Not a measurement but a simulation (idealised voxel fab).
Proc. module: voxel capacitor over wiring
Cross-section cut spans 250 nm and uses square cells 5 nm in size.
A cross-section in this document is a grid of square cells, and it is written down as bands, the top band listed before the ones below it; a band is made up of one or more rows of cells. For a band, the entry starts with two heights in nm, that of the top and then that of the bottom, and carries on with the band's materials in order from left to right, each alongside its width in nm; the word "everywhere" beside a single material means it fills the band edge to edge, and "air" means empty space. Convention: height 0 is the level below which the wafer, as received, is all one material. The lowest band does not terminate at the bottom but continues downward, represented as "top 0, no bottom". The two numbers in a width such as "30..40" mark its ends across the band: the first belongs to the top row of cells, the second to the bottom row, and from each row to the next the width moves by the same amount. "no alterations made" means the step left every cell of the cross-section as it was. For the entry "Voids, sealed", the listed items are empty spaces with no open way to the top whose size is 8 cells or more; each item follows the pattern width x height at distance, where distance is from the left edge and all three are in nm. What comes after the settings on a step's line is commentary from the simulator itself on that step. For masked steps, "overlay nm" on the step line gives how far right of plan the mask actually lay; a minus sign means it lay to the left.

## The following list gives the planned process steps
step 1: RECEIVE: material Si
step 2: CONFORMAL_DEP: material SiO2, thk nm 15
step 3: CONFORMAL_DEP: material SiCN, thk nm 5
step 4: DIRECTIONAL_DEP: material lowk, thk nm 15
step 5: DIRECTIONAL_DEP: material aC, thk nm 15
step 6: PATTERN: tone open, mask id METAL_1, material resist, width nm 30, pitch nm 90, thk nm 30, overlay nm 0
step 7: DIRECTIONAL_ETCH: etch materials aC, depth nm 15
step 8: STRIP: etch materials resist
step 9: DIRECTIONAL_ETCH: etch materials lowk, depth nm 15
step 10: DIRECTIONAL_ETCH: etch materials SiCN, depth nm 5
step 11: STRIP: etch materials aC
step 12: CONFORMAL_DEP: material TiN, thk nm 5
step 13: FILL_DEP: material Cu, thk nm 10
step 14: CMP: height nm 35
step 15: CONFORMAL_DEP: material SiCN, thk nm 5
step 16: DIRECTIONAL_DEP: material SiO2, thk nm 15
step 17: MASKED_ETCH: tone open, mask id PLUG_1, width nm 15, etch materials SiO2, depth nm 15, overlay nm 0
step 18: MASKED_ETCH: tone open, mask id PLUG_1, width nm 15, etch materials SiCN, depth nm 5, overlay nm 0
step 19: EPI: material Ru, thk nm 10
step 20: EPI: material Ru, thk nm 10
step 21: DIRECTIONAL_DEP: material TiN, thk nm 10
step 22: DIRECTIONAL_DEP: material Al2O3, thk nm 5
step 23: DIRECTIONAL_DEP: material TiN, thk nm 10
step 24: MASKED_ETCH: tone cover, mask id UPPER_PLATE, width nm 65, etch materials TiN, depth nm 10, overlay nm 0
step 25: MASKED_ETCH: tone cover, mask id UPPER_PLATE, width nm 65, etch materials Al2O3, depth nm 5, overlay nm 0
step 26: PATTERN: tone cover, mask id LOWER_PLATE, material resist, width nm 75, thk nm 20, overlay nm 0
step 27: DIRECTIONAL_ETCH: etch materials TiN, depth nm 10
step 28: STRIP: etch materials resist
step 29: FILL_DEP: material SiO2, thk nm 15
step 30: CMP: height nm 90
step 31: PATTERN: tone open, mask id PLUG_2, material resist, width nm 15, thk nm 15, overlay nm 0
step 32: DIRECTIONAL_ETCH: etch materials SiO2, depth nm 10
step 33: STRIP: etch materials resist
step 34: CONFORMAL_DEP: material TiN, thk nm 5
step 35: FILL_DEP: material Ru, thk nm 5
step 36: CMP: height nm 90
step 37: CONFORMAL_DEP: material SiCN, thk nm 5

## Wafer cross-section on receipt, i.e. after step 1
- top 0, no bottom  Si everywhere
- Voids, sealed: none

## First of two wafers, end-of-module section, run followed plan
- top 95, bottom 90  SiCN everywhere
- top 90, bottom 85  90 nm SiO2, then 5 nm TiN, then 5 nm Ru, then 5 nm TiN, then 145 nm SiO2
- top 85, bottom 80  90 nm SiO2, then 15 nm TiN, then 145 nm SiO2
- top 80, bottom 70  80 nm SiO2, then 65 nm TiN, then 105 nm SiO2
- top 70, bottom 65  80 nm SiO2, then 65 nm Al2O3, then 105 nm SiO2
- top 65, bottom 55  75 nm SiO2, then 75 nm TiN, then 100 nm SiO2
- top 55, bottom 40  80 nm SiO2, then 15 nm Ru, then 155 nm SiO2
- top 40, bottom 35  80 nm SiCN, then 15 nm Ru, then 155 nm SiCN
- top 35, bottom 20  65 nm lowk, then 5 nm TiN, then 20 nm Cu, then 5 nm TiN, then 60 nm lowk, then 5 nm TiN, then 20 nm Cu, then 5 nm TiN, then 65 nm lowk
- top 20, bottom 15  65 nm SiCN, then 30 nm TiN, then 60 nm SiCN, then 30 nm TiN, then 65 nm SiCN
- top 15, bottom 0  SiO2 everywhere
- top 0, no bottom  Si everywhere
- Voids, sealed: none

## Second of two wafers, module complete, sectioned: it shares the first wafer's start and plan but was run with one mistake
- top 95, bottom 90  SiCN everywhere
- top 90, bottom 85  90 nm SiO2, then 5 nm TiN, then 5 nm Ru, then 5 nm TiN, then 145 nm SiO2
- top 85, bottom 80  90 nm SiO2, then 15 nm TiN, then 145 nm SiO2
- top 80, bottom 70  80 nm SiO2, then 65 nm TiN, then 105 nm SiO2
- top 70, bottom 65  80 nm SiO2, then 65 nm Al2O3, then 105 nm SiO2
- top 65, bottom 55  75 nm SiO2, then 75 nm TiN, then 100 nm SiO2
- top 55, bottom 40  80 nm SiO2, then 15 nm Ru, then 155 nm SiO2
- top 40, bottom 35  80 nm SiCN, then 5 nm Ru, then 165 nm SiCN
- top 35, bottom 20  65 nm lowk, then 5 nm TiN, then 20 nm Cu, then 5 nm TiN, then 60 nm lowk, then 5 nm TiN, then 20 nm Cu, then 5 nm TiN, then 65 nm lowk
- top 20, bottom 15  65 nm SiCN, then 30 nm TiN, then 60 nm SiCN, then 30 nm TiN, then 65 nm SiCN
- top 15, bottom 0  SiO2 everywhere
- top 0, no bottom  Si everywhere
- Voids, sealed: none
Deviation from plan: step 18 deviated from plan and actually ran as MASKED_ETCH: tone open, mask id PLUG_1, width nm 15, etch materials SiCN, depth nm 5, overlay nm -10
Once processing is complete, comparing cell counts shows that the second wafer has more or fewer of certain materials than the first: Ru -2, SiCN +2
